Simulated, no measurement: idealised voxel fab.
The process module presented herein is designated voxel released beams.
Section shown: cut. Width: 280 nm. Cell size: 5 nm, square.
Cross-section, as written here: a square-cell grid given band by band from the top down, where a band holds one or more rows of cells. The entry gives the band's vertical extent as a top height and a bottom height in nm, then its horizontal make-up as materials from left to right, each with a width in nm. "empty" stands for empty space; a single material marked "throughout" fills the band edge to edge. Height 0 is the level under which the wafer as received is all one material. The lowest band goes on downwards, as in "from 0 down". The expression "30..40" gives the width at the extremes of the band, the first number at its top row of cells and the second at its bottom row, with the width changing by equal amounts from each row to the next in between. Key: "remained unchanged" - step with no changed cell in the cross-section. Empty spaces counting at least 8 cells and having no open way to the top are listed in "Non-vented voids". The notation width x height at distance is used for each, the distance being from the left edge and all three values in nm. What comes after the settings on a step's line is commentary from the simulator itself on that step. overlay nm: for a step with a mask, the amount by which the mask lay right of where it was planned; a negative amount means left of it.
Intended process steps
1: op RECEIVE | material Si
2: op CONFORMAL_DEP | material Al2O3 | thk nm 10
3: op DIRECTIONAL_DEP | material SiO2 | thk nm 15
4: op PATTERN | tone open | mask id ANCHOR | material resist | width nm 30 | thk nm 15 | overlay nm 0
5: op DIRECTIONAL_ETCH | etch materials SiO2 | depth nm 15
6: op STRIP | etch materials resist
7: op CONFORMAL_DEP | material SiN | thk nm 10
8: op PATTERN | tone cover | mask id BEAM | material resist | width nm 75 | thk nm 15 | overlay nm 0
9: op DIRECTIONAL_ETCH | etch materials SiN | depth nm 10
10: op STRIP | etch materials resist
11: op STRIP | etch materials SiO2
Incoming wafer, cross-sectional view, post step 1
* from 0 down | Si throughout
* Non-vented voids: none
Cross-section at module end, one run error; start and plan unchanged from above
* from 35 to 25 | 100 nm empty, then 75 nm SiN, then 105 nm empty
* from 25 to 15 | Al2O3 throughout
* from 15 to 0 | SiO2 throughout
* from 0 down | Si throughout
* Non-vented voids: none
Nonconformance to the process plan: steps 2 and 3 of the plan were run in the wrong order, each in the other's place
